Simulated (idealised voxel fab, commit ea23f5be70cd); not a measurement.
This is a process module. Its name is voxel tone inversion.
Displayed cross-section: cut, width of 250 nm, square cells sized 5 nm.
How to read a cross-section here: the picture is a grid of square cells, written as bands going from the top down, and any band can span one or more rows of cells.
This entry defines a band. It first specifies the height of the band's top and the height of its bottom in nm, and then specifies the band's materials from left to right, stating each material with its width in nm. The word "edge to edge" identifies a single material that fills the band from edge to edge, while the word "blank" identifies empty space.
Measure heights from 0. That's the level where, below it, the as-received wafer is all one material. The lowest band is bottomless and extends downward; write it as in "from 0 down".
A width given as "30 to 40" starts at the first number in the band's top row and ends at the second number in its bottom row, shifting by an equal amount at every step from row to row.
Basically "nothing was modified" means that step didn't change any cell in the cross-section.
The label "Entrapped voids" introduces a list of the empty spaces, 8 cells or larger, that have no open way up to the top; each entry in it reads width x height at distance, where the distance is taken from the left edge and all three are stated in nm.
On each step's line, the part that comes after the settings is the simulator's own comment on the step.
"overlay nm" denotes, for a step that has a mask, the displacement of the mask to the right of its planned place, with negative values corresponding to the left.
**So here's the lineup of process steps we planned**
1. RECEIVE | material Si
2. CONFORMAL_DEP | material SiCN | thk nm 5
3. DIRECTIONAL_DEP | material polySi | thk nm 20
4. PATTERN | tone cover | mask id POSTS | material resist | width nm 25 | pitch nm 50 | thk nm 25 | overlay nm 0
5. DIRECTIONAL_ETCH | etch materials polySi | depth nm 20
6. STRIP | etch materials resist
7. FILL_DEP | material lowk | thk nm 5
8. CMP | height nm 25
9. STRIP | etch materials polySi
10. CONFORMAL_DEP | material TiN | thk nm 5
11. FILL_DEP | material Ru | thk nm 5
12. CMP | height nm 25
13. CONFORMAL_DEP | material SiCN | thk nm 5
**Wafer, first of two, run as planned**
**Cross-section of the wafer upon arrival, representing the state reached after step 1**
	from 0 down = Si edge to edge
	Entrapped voids: none
**The wafer in cross-section once step 2 is complete**
	from 5 to 0 = SiCN edge to edge
	Anything lower than 0 is untouched.
**The wafer in cross-section once step 3 is complete**
	from 25 to 5 = polySi edge to edge
	Anything lower than 5 is untouched.
**The wafer in cross-section once step 4 is complete**
	from 50 to 25 = 85 blank  25 resist  25 blank  25 resist  90 blank
	Anything lower than 25 is untouched.
**The wafer in cross-section once step 5 is complete**
	from 50 to 25 = 85 blank  25 resist  25 blank  25 resist  90 blank
	from 25 to 5 = 85 blank  25 polySi  25 blank  25 polySi  90 blank
	Anything lower than 5 is untouched.
**The wafer in cross-section once step 6 is complete**
	from 25 to 5 = 85 blank  25 polySi  25 blank  25 polySi  90 blank
	Anything lower than 5 is untouched.
**The wafer in cross-section once step 7 is complete**
	from 30 to 25 = lowk edge to edge
	from 25 to 5 = 85 lowk  25 polySi  25 lowk  25 polySi  90 lowk
	Anything lower than 5 is untouched.
**The wafer in cross-section once step 8 is complete**
	from 25 to 5 = 85 lowk  25 polySi  25 lowk  25 polySi  90 lowk
	Anything lower than 5 is untouched.
**The wafer in cross-section once step 9 is complete**
	from 25 to 5 = 85 lowk  25 blank  25 lowk  25 blank  90 lowk
	Anything lower than 5 is untouched.
**The wafer in cross-section once step 10 is complete**
	from 30 to 25 = 90 TiN  15 blank  35 TiN  15 blank  95 TiN
	from 25 to 10 = 85 lowk  5 TiN  15 blank  5 TiN  25 lowk  5 TiN  15 blank  5 TiN  90 lowk
	from 10 to 5 = 85 lowk  25 TiN  25 lowk  25 TiN  90 lowk
	Anything lower than 5 is untouched.
**The wafer in cross-section once step 11 is complete**
	from 35 to 30 = Ru edge to edge
	from 30 to 25 = 90 TiN  15 Ru  35 TiN  15 Ru  95 TiN
	from 25 to 10 = 85 lowk  5 TiN  15 Ru  5 TiN  25 lowk  5 TiN  15 Ru  5 TiN  90 lowk
	Anything lower than 10 is untouched.
**The wafer in cross-section once step 12 is complete**
	from 25 to 10 = 85 lowk  5 TiN  15 Ru  5 TiN  25 lowk  5 TiN  15 Ru  5 TiN  90 lowk
	Anything lower than 10 is untouched.
**The wafer in cross-section once step 13 is complete**
	from 30 to 25 = SiCN edge to edge
	Anything lower than 25 is untouched.
**Second wafer. Start and plan as for the first. One mistake made in running. Agrees with the first up to and including step 2**
**Second wafer, sectioned view, at step 3's planned end time**
	from 25 to 5 = lowk edge to edge
	Anything lower than 5 is untouched.
**Second wafer, sectioned view, at step 4's planned end time**
	from 50 to 25 = 85 blank  25 resist  25 blank  25 resist  90 blank
	Anything lower than 25 is untouched.
Second wafer, sectioned view, at step 5's planned end time: nothing was modified
**Second wafer, sectioned view, at step 6's planned end time**
	from 25 to 5 = lowk edge to edge
	Anything lower than 5 is untouched.
**Second wafer, sectioned view, at step 7's planned end time**
	from 30 to 5 = lowk edge to edge
	Anything lower than 5 is untouched.
**Second wafer, sectioned view, at step 8's planned end time**
	from 25 to 5 = lowk edge to edge
	Anything lower than 5 is untouched.
Second wafer, sectioned view, at step 9's planned end time: nothing was modified
**Second wafer, sectioned view, at step 10's planned end time**
	from 30 to 25 = TiN edge to edge
	Anything lower than 25 is untouched.
**Second wafer, sectioned view, at step 11's planned end time**
	from 35 to 30 = Ru edge to edge
	Anything lower than 30 is untouched.
**Second wafer, sectioned view, at step 12's planned end time**
	from 25 to 5 = lowk edge to edge
	Anything lower than 5 is untouched.
**Second wafer, sectioned view, at step 13's planned end time**
	from 30 to 25 = SiCN edge to edge
	Anything lower than 25 is untouched.
What was done differently from what was planned? step 3 changed vs plan, executed as DIRECTIONAL_DEP | material lowk | thk nm 20
It is noted that, at the conclusion of processing, the second wafer exhibits a higher or lower cell count for certain materials relative to the first: Ru: 18 fewer; TiN: 22 fewer; lowk: 40 more
